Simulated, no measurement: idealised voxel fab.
The process module that follows is named voxel self aligned vias.
Displayed cross-section: cut, width of 210 nm, square cells sized 5 nm.
Bands, listed from the top down, are how a cross-section gets written in this document; the cross-section itself is a grid of square cells, and a band is one or more rows of them.
Quick guide to a band line: top height, bottom height (nm) up front; then every material left to right with its width in nm. Only one material and it's marked "everywhere"? Then it fills the band edge to edge. And "empty" just means empty space.
Heights are expressed relative to 0, this being the level below which the as-received wafer comprises one material exclusively. The lowest band is unbounded in the downward direction and is denoted as in "from 0 down".
A width such as "30 to 40" changes by the same amount from each row of cells to the next, from the band's top row to its bottom row.
You'll sometimes find "nothing altered" written for a step, and that's the way of saying that nowhere in the cross-section did a cell change during that step.
Heads up: "Sealed void inventory" only lists the empty pockets with no open path to the top that are 8 cells or more, and it writes them as width x height at distance, distance from the left edge, in nm.
On a step's line, text after the settings is the simulator commenting on that step.
"overlay nm", when on a step's line for a step with a mask, measures how far to the right of its planned place the mask lay; a negative measure means to the left.
Guide to the pairs. Each holds a before and an after cross-section around one process step; the after cross-section is cut off at the lowest band that changed. Look under the pair for the step between them and its settings. Pairs can come from different runs of this module on the same starting wafer, so a pair follows on from the one above it only where its entry headed "Snapshot before" says it does.

Snapshot before:
	from 0 down  Si everywhere
	Sealed void inventory: none

Post-Step Section View:
	from 10 to 0  SiO2 everywhere
	All layers under 0 are left as they were.
	Sealed void inventory: none
The step that takes the structure from the upper cross-section to the lower one is CONFORMAL_DEP with material SiO2, thk nm 10

Snapshot before: we pick up right where the pair above leaves off, with its after cross-section.

Post-Step Section View:
	from 15 to 10  SiCN everywhere
	All layers under 10 are left as they were.
	Sealed void inventory: none
The step that takes the structure from the upper cross-section to the lower one is CONFORMAL_DEP with material SiCN, thk nm 5

Snapshot before: we pick up right where the pair above leaves off, with its after cross-section.

Post-Step Section View:
	from 40 to 15  lowk everywhere
	All layers under 15 are left as they were.
	Sealed void inventory: none
The step that takes the structure from the upper cross-section to the lower one is DIRECTIONAL_DEP with material lowk, thk nm 25

Snapshot before: we pick up right where the pair above leaves off, with its after cross-section.

Post-Step Section View:
	from 40 to 15  30 nm lowk, 30 nm empty, 30 nm lowk, 30 nm empty, 30 nm lowk, 30 nm empty, 30 nm lowk
	All layers under 15 are left as they were.
	Sealed void inventory: none
The step that takes the structure from the upper cross-section to the lower one is MASKED_ETCH with tone open, mask id LINES, width nm 30, pitch nm 60, etch materials lowk, depth nm 25, overlay nm 0

Snapshot before: we pick up right where the pair above leaves off, with its after cross-section.

Post-Step Section View:
	from 45 to 40  35 nm TiN, 20 nm empty, 40 nm TiN, 20 nm empty, 40 nm TiN, 20 nm empty, 35 nm TiN
	from 40 to 20  30 nm lowk, 5 nm TiN, 20 nm empty, 5 nm TiN, 30 nm lowk, 5 nm TiN, 20 nm empty, 5 nm TiN, 30 nm lowk, 5 nm TiN, 20 nm empty, 5 nm TiN, 30 nm lowk
	from 20 to 15  30 nm lowk, 30 nm TiN, 30 nm lowk, 30 nm TiN, 30 nm lowk, 30 nm TiN, 30 nm lowk
	All layers under 15 are left as they were.
	Sealed void inventory: none
The step that takes the structure from the upper cross-section to the lower one is CONFORMAL_DEP with material TiN, thk nm 5

Snapshot before: we pick up right where the pair above leaves off, with its after cross-section.

Post-Step Section View:
	from 55 to 45  W everywhere
	from 45 to 40  35 nm TiN, 20 nm W, 40 nm TiN, 20 nm W, 40 nm TiN, 20 nm W, 35 nm TiN
	from 40 to 20  30 nm lowk, 5 nm TiN, 20 nm W, 5 nm TiN, 30 nm lowk, 5 nm TiN, 20 nm W, 5 nm TiN, 30 nm lowk, 5 nm TiN, 20 nm W, 5 nm TiN, 30 nm lowk
	All layers under 20 are left as they were.
	Sealed void inventory: none
The step that takes the structure from the upper cross-section to the lower one is FILL_DEP with material W, thk nm 10

Snapshot before: we pick up right where the pair above leaves off, with its after cross-section.

Post-Step Section View:
	from 40 to 20  30 nm lowk, 5 nm TiN, 20 nm W, 5 nm TiN, 30 nm lowk, 5 nm TiN, 20 nm W, 5 nm TiN, 30 nm lowk, 5 nm TiN, 20 nm W, 5 nm TiN, 30 nm lowk
	All layers under 20 are left as they were.
	Sealed void inventory: none
The step that takes the structure from the upper cross-section to the lower one is CMP with height nm 40

Snapshot before: we pick up right where the pair above leaves off, with its after cross-section.

Post-Step Section View:
	from 40 to 30  30 nm lowk, 30 nm empty, 30 nm lowk, 30 nm empty, 30 nm lowk, 30 nm empty, 30 nm lowk
	All layers under 30 are left as they were.
	Sealed void inventory: none
The step that takes the structure from the upper cross-section to the lower one is SELECTIVE_ETCH with etch materials W Ru TiN, depth nm 10

Snapshot before: we pick up right where the pair above leaves off, with its after cross-section.

Post-Step Section View:
	from 50 to 40  SiN everywhere
	from 40 to 30  30 nm lowk, 30 nm SiN, 30 nm lowk, 30 nm SiN, 30 nm lowk, 30 nm SiN, 30 nm lowk
	All layers under 30 are left as they were.
	Sealed void inventory: none
The step that takes the structure from the upper cross-section to the lower one is FILL_DEP with material SiN, thk nm 10

Snapshot before: we pick up right where the pair above leaves off, with its after cross-section.

Post-Step Section View:
	from 40 to 30  30 nm lowk, 30 nm SiN, 30 nm lowk, 30 nm SiN, 30 nm lowk, 30 nm SiN, 30 nm lowk
	All layers under 30 are left as they were.
	Sealed void inventory: none
The step that takes the structure from the upper cross-section to the lower one is CMP with height nm 40

Snapshot before: we pick up right where the pair above leaves off, with its after cross-section.

Post-Step Section View:
	from 60 to 40  lowk everywhere
	All layers under 40 are left as they were.
	Sealed void inventory: none
The step that takes the structure from the upper cross-section to the lower one is DIRECTIONAL_DEP with material lowk, thk nm 20

Snapshot before: we pick up right where the pair above leaves off, with its after cross-section.

Post-Step Section View:
	from 60 to 40  25 nm lowk, 40 nm empty, 20 nm lowk, 40 nm empty, 20 nm lowk, 40 nm empty, 25 nm lowk
	All layers under 40 are left as they were.
	Sealed void inventory: none
The step that takes the structure from the upper cross-section to the lower one is MASKED_ETCH with tone open, mask id VIAS, width nm 40, pitch nm 60, etch materials lowk, depth nm 20, overlay nm 0

Snapshot before: we pick up right where the pair above leaves off, with its after cross-section.

Post-Step Section View:
	from 60 to 40  25 nm lowk, 40 nm empty, 20 nm lowk, 40 nm empty, 20 nm lowk, 40 nm empty, 25 nm lowk
	from 40 to 30  30 nm lowk, 30 nm empty, 30 nm lowk, 30 nm empty, 30 nm lowk, 30 nm empty, 30 nm lowk
	All layers under 30 are left as they were.
	Sealed void inventory: none
The step that takes the structure from the upper cross-section to the lower one is MASKED_ETCH with tone open, mask id VIAS, width nm 40, pitch nm 60, etch materials SiN, depth nm 10, overlay nm 0

Snapshot before: we pick up right where the pair above leaves off, with its after cross-section.

Post-Step Section View:
	from 65 to 60  30 nm TiN, 30 nm empty, 30 nm TiN, 30 nm empty, 30 nm TiN, 30 nm empty, 30 nm TiN
	from 60 to 45  25 nm lowk, 5 nm TiN, 30 nm empty, 5 nm TiN, 20 nm lowk, 5 nm TiN, 30 nm empty, 5 nm TiN, 20 nm lowk, 5 nm TiN, 30 nm empty, 5 nm TiN, 25 nm lowk
	from 45 to 35  25 to 30 nm lowk, 10 to 5 nm TiN, 20 nm empty, 10 to 5 nm TiN, 20 to 30 nm lowk, 10 to 5 nm TiN, 20 nm empty, 10 to 5 nm TiN, 20 to 30 nm lowk, 10 to 5 nm TiN, 20 nm empty, 10 to 5 nm TiN, 25 to 30 nm lowk
	from 35 to 30  30 nm lowk, 30 nm TiN, 30 nm lowk, 30 nm TiN, 30 nm lowk, 30 nm TiN, 30 nm lowk
	All layers under 30 are left as they were.
	Sealed void inventory: none
The step that takes the structure from the upper cross-section to the lower one is CONFORMAL_DEP with material TiN, thk nm 5

Snapshot before: we pick up right where the pair above leaves off, with its after cross-section.

Post-Step Section View:
	from 70 to 65  Ru everywhere
	from 65 to 60  30 nm TiN, 30 nm Ru, 30 nm TiN, 30 nm Ru, 30 nm TiN, 30 nm Ru, 30 nm TiN
	from 60 to 45  25 nm lowk, 5 nm TiN, 30 nm Ru, 5 nm TiN, 20 nm lowk, 5 nm TiN, 30 nm Ru, 5 nm TiN, 20 nm lowk, 5 nm TiN, 30 nm Ru, 5 nm TiN, 25 nm lowk
	from 45 to 35  25 to 30 nm lowk, 10 to 5 nm TiN, 20 nm Ru, 10 to 5 nm TiN, 20 to 30 nm lowk, 10 to 5 nm TiN, 20 nm Ru, 10 to 5 nm TiN, 20 to 30 nm lowk, 10 to 5 nm TiN, 20 nm Ru, 10 to 5 nm TiN, 25 to 30 nm lowk
	All layers under 35 are left as they were.
	Sealed void inventory: none
The step that takes the structure from the upper cross-section to the lower one is FILL_DEP with material Ru, thk nm 5

Snapshot before: we pick up right where the pair above leaves off, with its after cross-section.

Post-Step Section View:
	from 60 to 45  25 nm lowk, 5 nm TiN, 30 nm Ru, 5 nm TiN, 20 nm lowk, 5 nm TiN, 30 nm Ru, 5 nm TiN, 20 nm lowk, 5 nm TiN, 30 nm Ru, 5 nm TiN, 25 nm lowk
	All layers under 45 are left as they were.
	Sealed void inventory: none
The step that takes the structure from the upper cross-section to the lower one is CMP with height nm 60

Snapshot before: we pick up right where the pair above leaves off, with its after cross-section.

Post-Step Section View:
	from 65 to 60  SiN everywhere
	All layers under 60 are left as they were.
	Sealed void inventory: none
The step that takes the structure from the upper cross-section to the lower one is CONFORMAL_DEP with material SiN, thk nm 5

Snapshot before:
	from 0 down  Si everywhere
	Sealed void inventory: none

Post-Step Section View:
	from 5 to 0  SiCN everywhere
	All layers under 0 are left as they were.
	Sealed void inventory: none
The step that takes the structure from the upper cross-section to the lower one is CONFORMAL_DEP with material SiCN, thk nm 5

Snapshot before: we pick up right where the pair above leaves off, with its after cross-section.

Post-Step Section View:
	from 30 to 5  lowk everywhere
	All layers under 5 are left as they were.
	Sealed void inventory: none
The step that takes the structure from the upper cross-section to the lower one is DIRECTIONAL_DEP with material lowk, thk nm 25

Snapshot before: we pick up right where the pair above leaves off, with its after cross-section.

Post-Step Section View:
	from 30 to 5  30 nm lowk, 30 nm empty, 30 nm lowk, 30 nm empty, 30 nm lowk, 30 nm empty, 30 nm lowk
	All layers under 5 are left as they were.
	Sealed void inventory: none
The step that takes the structure from the upper cross-section to the lower one is MASKED_ETCH with tone open, mask id LINES, width nm 30, pitch nm 60, etch materials lowk, depth nm 25, overlay nm 0

Snapshot before: we pick up right where the pair above leaves off, with its after cross-section.

Post-Step Section View:
	from 35 to 30  35 nm TiN, 20 nm empty, 40 nm TiN, 20 nm empty, 40 nm TiN, 20 nm empty, 35 nm TiN
	from 30 to 10  30 nm lowk, 5 nm TiN, 20 nm empty, 5 nm TiN, 30 nm lowk, 5 nm TiN, 20 nm empty, 5 nm TiN, 30 nm lowk, 5 nm TiN, 20 nm empty, 5 nm TiN, 30 nm lowk
	from 10 to 5  30 nm lowk, 30 nm TiN, 30 nm lowk, 30 nm TiN, 30 nm lowk, 30 nm TiN, 30 nm lowk
	All layers under 5 are left as they were.
	Sealed void inventory: none
The step that takes the structure from the upper cross-section to the lower one is CONFORMAL_DEP with material TiN, thk nm 5

Snapshot before: we pick up right where the pair above leaves off, with its after cross-section.

Post-Step Section View:
	from 45 to 35  W everywhere
	from 35 to 30  35 nm TiN, 20 nm W, 40 nm TiN, 20 nm W, 40 nm TiN, 20 nm W, 35 nm TiN
	from 30 to 10  30 nm lowk, 5 nm TiN, 20 nm W, 5 nm TiN, 30 nm lowk, 5 nm TiN, 20 nm W, 5 nm TiN, 30 nm lowk, 5 nm TiN, 20 nm W, 5 nm TiN, 30 nm lowk
	All layers under 10 are left as they were.
	Sealed void inventory: none
The step that takes the structure from the upper cross-section to the lower one is FILL_DEP with material W, thk nm 10

Snapshot before: we pick up right where the pair above leaves off, with its after cross-section.

Post-Step Section View:
	from 40 to 35  W everywhere
	All layers under 35 are left as they were.
	Sealed void inventory: none
The step that takes the structure from the upper cross-section to the lower one is CMP with height nm 40

Snapshot before: we pick up right where the pair above leaves off, with its after cross-section.

Post-Step Section View:
	from 30 to 10  30 nm lowk, 5 nm TiN, 20 nm W, 5 nm TiN, 30 nm lowk, 5 nm TiN, 20 nm W, 5 nm TiN, 30 nm lowk, 5 nm TiN, 20 nm W, 5 nm TiN, 30 nm lowk
	All layers under 10 are left as they were.
	Sealed void inventory: none
The step that takes the structure from the upper cross-section to the lower one is SELECTIVE_ETCH with etch materials W Ru TiN, depth nm 10

Snapshot before: we pick up right where the pair above leaves off, with its after cross-section.

Post-Step Section View:
	from 40 to 30  SiN everywhere
	All layers under 30 are left as they were.
	Sealed void inventory: none
The step that takes the structure from the upper cross-section to the lower one is FILL_DEP with material SiN, thk nm 10

Snapshot before: we pick up right where the pair above leaves off, with its after cross-section.

Post-Step Section View:
	from 60 to 40  lowk everywhere
	All layers under 40 are left as they were.
	Sealed void inventory: none
The step that takes the structure from the upper cross-section to the lower one is DIRECTIONAL_DEP with material lowk, thk nm 20

Snapshot before: we pick up right where the pair above leaves off, with its after cross-section.

Post-Step Section View:
	from 60 to 40  25 nm lowk, 40 nm empty, 20 nm lowk, 40 nm empty, 20 nm lowk, 40 nm empty, 25 nm lowk
	All layers under 40 are left as they were.
	Sealed void inventory: none
The step that takes the structure from the upper cross-section to the lower one is MASKED_ETCH with tone open, mask id VIAS, width nm 40, pitch nm 60, etch materials lowk, depth nm 20, overlay nm 0

Snapshot before: we pick up right where the pair above leaves off, with its after cross-section.

Post-Step Section View:
	from 60 to 40  25 nm lowk, 40 nm empty, 20 nm lowk, 40 nm empty, 20 nm lowk, 40 nm empty, 25 nm lowk
	from 40 to 30  25 nm SiN, 40 nm empty, 20 nm SiN, 40 nm empty, 20 nm SiN, 40 nm empty, 25 nm SiN
	All layers under 30 are left as they were.
	Sealed void inventory: none
The step that takes the structure from the upper cross-section to the lower one is MASKED_ETCH with tone open, mask id VIAS, width nm 40, pitch nm 60, etch materials SiN, depth nm 10, overlay nm 0

Snapshot before: we pick up right where the pair above leaves off, with its after cross-section.

Post-Step Section View:
	from 65 to 60  30 nm TiN, 30 nm empty, 30 nm TiN, 30 nm empty, 30 nm TiN, 30 nm empty, 30 nm TiN
	from 60 to 40  25 nm lowk, 5 nm TiN, 30 nm empty, 5 nm TiN, 20 nm lowk, 5 nm TiN, 30 nm empty, 5 nm TiN, 20 nm lowk, 5 nm TiN, 30 nm empty, 5 nm TiN, 25 nm lowk
	from 40 to 35  25 nm SiN, 5 nm TiN, 30 nm empty, 5 nm TiN, 20 nm SiN, 5 nm TiN, 30 nm empty, 5 nm TiN, 20 nm SiN, 5 nm TiN, 30 nm empty, 5 nm TiN, 25 nm SiN
	from 35 to 30  25 nm SiN, 40 nm TiN, 20 nm SiN, 40 nm TiN, 20 nm SiN, 40 nm TiN, 25 nm SiN
	All layers under 30 are left as they were.
	Sealed void inventory: none
The step that takes the structure from the upper cross-section to the lower one is CONFORMAL_DEP with material TiN, thk nm 5

Snapshot before: we pick up right where the pair above leaves off, with its after cross-section.

Post-Step Section View:
	from 70 to 65  Ru everywhere
	from 65 to 60  30 nm TiN, 30 nm Ru, 30 nm TiN, 30 nm Ru, 30 nm TiN, 30 nm Ru, 30 nm TiN
	from 60 to 40  25 nm lowk, 5 nm TiN, 30 nm Ru, 5 nm TiN, 20 nm lowk, 5 nm TiN, 30 nm Ru, 5 nm TiN, 20 nm lowk, 5 nm TiN, 30 nm Ru, 5 nm TiN, 25 nm lowk
	from 40 to 35  25 nm SiN, 5 nm TiN, 30 nm Ru, 5 nm TiN, 20 nm SiN, 5 nm TiN, 30 nm Ru, 5 nm TiN, 20 nm SiN, 5 nm TiN, 30 nm Ru, 5 nm TiN, 25 nm SiN
	All layers under 35 are left as they were.
	Sealed void inventory: none
The step that takes the structure from the upper cross-section to the lower one is FILL_DEP with material Ru, thk nm 5

Snapshot before: we pick up right where the pair above leaves off, with its after cross-section.

Post-Step Section View:
	from 60 to 40  25 nm lowk, 5 nm TiN, 30 nm Ru, 5 nm TiN, 20 nm lowk, 5 nm TiN, 30 nm Ru, 5 nm TiN, 20 nm lowk, 5 nm TiN, 30 nm Ru, 5 nm TiN, 25 nm lowk
	All layers under 40 are left as they were.
	Sealed void inventory: none
The step that takes the structure from the upper cross-section to the lower one is CMP with height nm 60

Snapshot before: we pick up right where the pair above leaves off, with its after cross-section.

Post-Step Section View:
	from 65 to 60  SiN everywhere
	All layers under 60 are left as they were.
	Sealed void inventory: none
The step that takes the structure from the upper cross-section to the lower one is CONFORMAL_DEP with material SiN, thk nm 5

Snapshot before:
	from 60 to 40  25 nm lowk, 40 nm empty, 20 nm lowk, 40 nm empty, 20 nm lowk, 40 nm empty, 25 nm lowk
	from 40 to 30  30 nm lowk, 30 nm SiN, 30 nm lowk, 30 nm SiN, 30 nm lowk, 30 nm SiN, 30 nm lowk
	from 30 to 20  30 nm lowk, 5 nm TiN, 20 nm W, 5 nm TiN, 30 nm lowk, 5 nm TiN, 20 nm W, 5 nm TiN, 30 nm lowk, 5 nm TiN, 20 nm W, 5 nm TiN, 30 nm lowk
	from 20 to 15  30 nm lowk, 30 nm TiN, 30 nm lowk, 30 nm TiN, 30 nm lowk, 30 nm TiN, 30 nm lowk
	from 15 to 10  SiCN everywhere
	from 10 to 0  SiO2 everywhere
	from 0 down  Si everywhere
	Sealed void inventory: none

Post-Step Section View:
	from 60 to 40  25 nm lowk, 40 nm empty, 20 nm lowk, 40 nm empty, 20 nm lowk, 40 nm empty, 25 nm lowk
	from 40 to 30  25 nm lowk, 5 nm empty, 30 nm SiN, 5 nm empty, 20 nm lowk, 5 nm empty, 30 nm SiN, 5 nm empty, 20 nm lowk, 5 nm empty, 30 nm SiN, 5 nm empty, 25 nm lowk
	from 30 to 20  25 nm lowk, 5 nm empty, 5 nm TiN, 20 nm W, 5 nm TiN, 5 nm empty, 20 nm lowk, 5 nm empty, 5 nm TiN, 20 nm W, 5 nm TiN, 5 nm empty, 20 nm lowk, 5 nm empty, 5 nm TiN, 20 nm W, 5 nm TiN, 5 nm empty, 25 nm lowk
	All layers under 20 are left as they were.
	Sealed void inventory: none
The step that takes the structure from the upper cross-section to the lower one is MASKED_ETCH with tone open, mask id VIAS, width nm 40, pitch nm 60, etch materials lowk, depth nm 20, overlay nm 0

Snapshot before: we pick up right where the pair above leaves off, with its after cross-section.

Post-Step Section View:
	from 60 to 30  25 nm lowk, 40 nm empty, 20 nm lowk, 40 nm empty, 20 nm lowk, 40 nm empty, 25 nm lowk
	All layers under 30 are left as they were.
	Sealed void inventory: none
The step that takes the structure from the upper cross-section to the lower one is MASKED_ETCH with tone open, mask id VIAS, width nm 40, pitch nm 60, etch materials SiN, depth nm 10, overlay nm 0

Snapshot before: we pick up right where the pair above leaves off, with its after cross-section.

Post-Step Section View:
	from 65 to 60  30 nm TiN, 30 nm empty, 30 nm TiN, 30 nm empty, 30 nm TiN, 30 nm empty, 30 nm TiN
	from 60 to 35  25 nm lowk, 5 nm TiN, 30 nm empty, 5 nm TiN, 20 nm lowk, 5 nm TiN, 30 nm empty, 5 nm TiN, 20 nm lowk, 5 nm TiN, 30 nm empty, 5 nm TiN, 25 nm lowk
	from 35 to 30  25 nm lowk, 40 nm TiN, 20 nm lowk, 40 nm TiN, 20 nm lowk, 40 nm TiN, 25 nm lowk
	from 30 to 20  25 nm lowk, 10 nm TiN, 20 nm W, 10 nm TiN, 20 nm lowk, 10 nm TiN, 20 nm W, 10 nm TiN, 20 nm lowk, 10 nm TiN, 20 nm W, 10 nm TiN, 25 nm lowk
	All layers under 20 are left as they were.
	Sealed void inventory: none
The step that takes the structure from the upper cross-section to the lower one is CONFORMAL_DEP with material TiN, thk nm 5

Snapshot before: we pick up right where the pair above leaves off, with its after cross-section.

Post-Step Section View:
	from 70 to 65  Ru everywhere
	from 65 to 60  30 nm TiN, 30 nm Ru, 30 nm TiN, 30 nm Ru, 30 nm TiN, 30 nm Ru, 30 nm TiN
	from 60 to 35  25 nm lowk, 5 nm TiN, 30 nm Ru, 5 nm TiN, 20 nm lowk, 5 nm TiN, 30 nm Ru, 5 nm TiN, 20 nm lowk, 5 nm TiN, 30 nm Ru, 5 nm TiN, 25 nm lowk
	All layers under 35 are left as they were.
	Sealed void inventory: none
The step that takes the structure from the upper cross-section to the lower one is FILL_DEP with material Ru, thk nm 5

Snapshot before: we pick up right where the pair above leaves off, with its after cross-section.

Post-Step Section View:
	from 60 to 35  25 nm lowk, 5 nm TiN, 30 nm Ru, 5 nm TiN, 20 nm lowk, 5 nm TiN, 30 nm Ru, 5 nm TiN, 20 nm lowk, 5 nm TiN, 30 nm Ru, 5 nm TiN, 25 nm lowk
	All layers under 35 are left as they were.
	Sealed void inventory: none
The step that takes the structure from the upper cross-section to the lower one is CMP with height nm 60

Snapshot before: we pick up right where the pair above leaves off, with its after cross-section.

Post-Step Section View:
	from 65 to 60  SiN everywhere
	All layers under 60 are left as they were.
	Sealed void inventory: none
The step that takes the structure from the upper cross-section to the lower one is CONFORMAL_DEP with material SiN, thk nm 5

Snapshot before:
	from 40 to 30  30 nm lowk, 30 nm SiN, 30 nm lowk, 30 nm SiN, 30 nm lowk, 30 nm SiN, 30 nm lowk
	from 30 to 20  30 nm lowk, 5 nm TiN, 20 nm W, 5 nm TiN, 30 nm lowk, 5 nm TiN, 20 nm W, 5 nm TiN, 30 nm lowk, 5 nm TiN, 20 nm W, 5 nm TiN, 30 nm lowk
	from 20 to 15  30 nm lowk, 30 nm TiN, 30 nm lowk, 30 nm TiN, 30 nm lowk, 30 nm TiN, 30 nm lowk
	from 15 to 10  SiCN everywhere
	from 10 to 0  SiO2 everywhere
	from 0 down  Si everywhere
	Sealed void inventory: none

Post-Step Section View:
	from 40 to 30  25 nm lowk, 5 nm empty, 30 nm SiN, 5 nm empty, 20 nm lowk, 5 nm empty, 30 nm SiN, 5 nm empty, 20 nm lowk, 5 nm empty, 30 nm SiN, 5 nm empty, 25 nm lowk
	from 30 to 20  25 nm lowk, 5 nm empty, 5 nm TiN, 20 nm W, 5 nm TiN, 5 nm empty, 20 nm lowk, 5 nm empty, 5 nm TiN, 20 nm W, 5 nm TiN, 5 nm empty, 20 nm lowk, 5 nm empty, 5 nm TiN, 20 nm W, 5 nm TiN, 5 nm empty, 25 nm lowk
	All layers under 20 are left as they were.
	Sealed void inventory: none
The step that takes the structure from the upper cross-section to the lower one is MASKED_ETCH with tone open, mask id VIAS, width nm 40, pitch nm 60, etch materials lowk, depth nm 20, overlay nm 0

Snapshot before: we pick up right where the pair above leaves off, with its after cross-section.

Post-Step Section View:
	from 60 to 40  25 nm lowk, 5 nm empty, 30 nm lowk, 5 nm empty, 20 nm lowk, 5 nm empty, 30 nm lowk, 5 nm empty, 20 nm lowk, 5 nm empty, 30 nm lowk, 5 nm empty, 25 nm lowk
	from 40 to 30  30 nm lowk, 30 nm SiN, 30 nm lowk, 30 nm SiN, 30 nm lowk, 30 nm SiN, 30 nm lowk
	from 30 to 20  30 nm lowk, 5 nm TiN, 20 nm W, 5 nm TiN, 30 nm lowk, 5 nm TiN, 20 nm W, 5 nm TiN, 30 nm lowk, 5 nm TiN, 20 nm W, 5 nm TiN, 30 nm lowk
	All layers under 20 are left as they were.
	Sealed void inventory: none
The step that takes the structure from the upper cross-section to the lower one is DIRECTIONAL_DEP with material lowk, thk nm 20

Snapshot before: we pick up right where the pair above leaves off, with its after cross-section.

Post-Step Section View:
	from 65 to 60  TiN everywhere
	from 60 to 40  25 nm lowk, 5 nm TiN, 30 nm lowk, 5 nm TiN, 20 nm lowk, 5 nm TiN, 30 nm lowk, 5 nm TiN, 20 nm lowk, 5 nm TiN, 30 nm lowk, 5 nm TiN, 25 nm lowk
	All layers under 40 are left as they were.
	Sealed void inventory: none
The step that takes the structure from the upper cross-section to the lower one is CONFORMAL_DEP with material TiN, thk nm 5

Snapshot before: we pick up right where the pair above leaves off, with its after cross-section.

Post-Step Section View:
	from 70 to 65  Ru everywhere
	All layers under 65 are left as they were.
	Sealed void inventory: none
The step that takes the structure from the upper cross-section to the lower one is FILL_DEP with material Ru, thk nm 5

Snapshot before: we pick up right where the pair above leaves off, with its after cross-section.

Post-Step Section View:
	from 60 to 40  25 nm lowk, 5 nm TiN, 30 nm lowk, 5 nm TiN, 20 nm lowk, 5 nm TiN, 30 nm lowk, 5 nm TiN, 20 nm lowk, 5 nm TiN, 30 nm lowk, 5 nm TiN, 25 nm lowk
	All layers under 40 are left as they were.
	Sealed void inventory: none
The step that takes the structure from the upper cross-section to the lower one is CMP with height nm 60

Snapshot before: we pick up right where the pair above leaves off, with its after cross-section.

Post-Step Section View:
	from 65 to 60  SiN everywhere
	All layers under 60 are left as they were.
	Sealed void inventory: none
The step that takes the structure from the upper cross-section to the lower one is CONFORMAL_DEP with material SiN, thk nm 5

Snapshot before:
	from 10 to 0  SiO2 everywhere
	from 0 down  Si everywhere
	Sealed void inventory: none

Post-Step Section View:
	from 25 to 10  SiCN everywhere
	All layers under 10 are left as they were.
	Sealed void inventory: none
The step that takes the structure from the upper cross-section to the lower one is CONFORMAL_DEP with material SiCN, thk nm 15

Snapshot before: we pick up right where the pair above leaves off, with its after cross-section.

Post-Step Section View:
	from 50 to 25  lowk everywhere
	All layers under 25 are left as they were.
	Sealed void inventory: none
The step that takes the structure from the upper cross-section to the lower one is DIRECTIONAL_DEP with material lowk, thk nm 25

Snapshot before: we pick up right where the pair above leaves off, with its after cross-section.

Post-Step Section View:
	from 50 to 25  30 nm lowk, 30 nm empty, 30 nm lowk, 30 nm empty, 30 nm lowk, 30 nm empty, 30 nm lowk
	All layers under 25 are left as they were.
	Sealed void inventory: none
The step that takes the structure from the upper cross-section to the lower one is MASKED_ETCH with tone open, mask id LINES, width nm 30, pitch nm 60, etch materials lowk, depth nm 25, overlay nm 0

Snapshot before: we pick up right where the pair above leaves off, with its after cross-section.

Post-Step Section View:
	from 55 to 50  35 nm TiN, 20 nm empty, 40 nm TiN, 20 nm empty, 40 nm TiN, 20 nm empty, 35 nm TiN
	from 50 to 30  30 nm lowk, 5 nm TiN, 20 nm empty, 5 nm TiN, 30 nm lowk, 5 nm TiN, 20 nm empty, 5 nm TiN, 30 nm lowk, 5 nm TiN, 20 nm empty, 5 nm TiN, 30 nm lowk
	from 30 to 25  30 nm lowk, 30 nm TiN, 30 nm lowk, 30 nm TiN, 30 nm lowk, 30 nm TiN, 30 nm lowk
	All layers under 25 are left as they were.
	Sealed void inventory: none
The step that takes the structure from the upper cross-section to the lower one is CONFORMAL_DEP with material TiN, thk nm 5

Snapshot before: we pick up right where the pair above leaves off, with its after cross-section.

Post-Step Section View:
	from 65 to 55  W everywhere
	from 55 to 50  35 nm TiN, 20 nm W, 40 nm TiN, 20 nm W, 40 nm TiN, 20 nm W, 35 nm TiN
	from 50 to 30  30 nm lowk, 5 nm TiN, 20 nm W, 5 nm TiN, 30 nm lowk, 5 nm TiN, 20 nm W, 5 nm TiN, 30 nm lowk, 5 nm TiN, 20 nm W, 5 nm TiN, 30 nm lowk
	All layers under 30 are left as they were.
	Sealed void inventory: none
The step that takes the structure from the upper cross-section to the lower one is FILL_DEP with material W, thk nm 10

Snapshot before: we pick up right where the pair above leaves off, with its after cross-section.

Post-Step Section View:
	from 40 to 30  30 nm lowk, 5 nm TiN, 20 nm W, 5 nm TiN, 30 nm lowk, 5 nm TiN, 20 nm W, 5 nm TiN, 30 nm lowk, 5 nm TiN, 20 nm W, 5 nm TiN, 30 nm lowk
	All layers under 30 are left as they were.
	Sealed void inventory: none
The step that takes the structure from the upper cross-section to the lower one is CMP with height nm 40

Snapshot before: we pick up right where the pair above leaves off, with its after cross-section.

Post-Step Section View:
	from 40 to 30  30 nm lowk, 30 nm empty, 30 nm lowk, 30 nm empty, 30 nm lowk, 30 nm empty, 30 nm lowk
	All layers under 30 are left as they were.
	Sealed void inventory: none
The step that takes the structure from the upper cross-section to the lower one is SELECTIVE_ETCH with etch materials W Ru TiN, depth nm 10

Snapshot before: we pick up right where the pair above leaves off, with its after cross-section.

Post-Step Section View:
	from 50 to 40  SiN everywhere
	from 40 to 30  30 nm lowk, 30 nm SiN, 30 nm lowk, 30 nm SiN, 30 nm lowk, 30 nm SiN, 30 nm lowk
	All layers under 30 are left as they were.
	Sealed void inventory: none
The step that takes the structure from the upper cross-section to the lower one is FILL_DEP with material SiN, thk nm 10

Snapshot before: we pick up right where the pair above leaves off, with its after cross-section.

Post-Step Section View:
	from 40 to 30  30 nm lowk, 30 nm SiN, 30 nm lowk, 30 nm SiN, 30 nm lowk, 30 nm SiN, 30 nm lowk
	All layers under 30 are left as they were.
	Sealed void inventory: none
The step that takes the structure from the upper cross-section to the lower one is CMP with height nm 40

Snapshot before: we pick up right where the pair above leaves off, with its after cross-section.

Post-Step Section View:
	from 60 to 40  lowk everywhere
	All layers under 40 are left as they were.
	Sealed void inventory: none
The step that takes the structure from the upper cross-section to the lower one is DIRECTIONAL_DEP with material lowk, thk nm 20

Snapshot before: we pick up right where the pair above leaves off, with its after cross-section.

Post-Step Section View:
	from 60 to 40  25 nm lowk, 40 nm empty, 20 nm lowk, 40 nm empty, 20 nm lowk, 40 nm empty, 25 nm lowk
	All layers under 40 are left as they were.
	Sealed void inventory: none
The step that takes the structure from the upper cross-section to the lower one is MASKED_ETCH with tone open, mask id VIAS, width nm 40, pitch nm 60, etch materials lowk, depth nm 20, overlay nm 0

Snapshot before: we pick up right where the pair above leaves off, with its after cross-section.

Post-Step Section View:
	from 60 to 40  25 nm lowk, 40 nm empty, 20 nm lowk, 40 nm empty, 20 nm lowk, 40 nm empty, 25 nm lowk
	from 40 to 30  30 nm lowk, 30 nm empty, 30 nm lowk, 30 nm empty, 30 nm lowk, 30 nm empty, 30 nm lowk
	All layers under 30 are left as they were.
	Sealed void inventory: none
The step that takes the structure from the upper cross-section to the lower one is MASKED_ETCH with tone open, mask id VIAS, width nm 40, pitch nm 60, etch materials SiN, depth nm 10, overlay nm 0
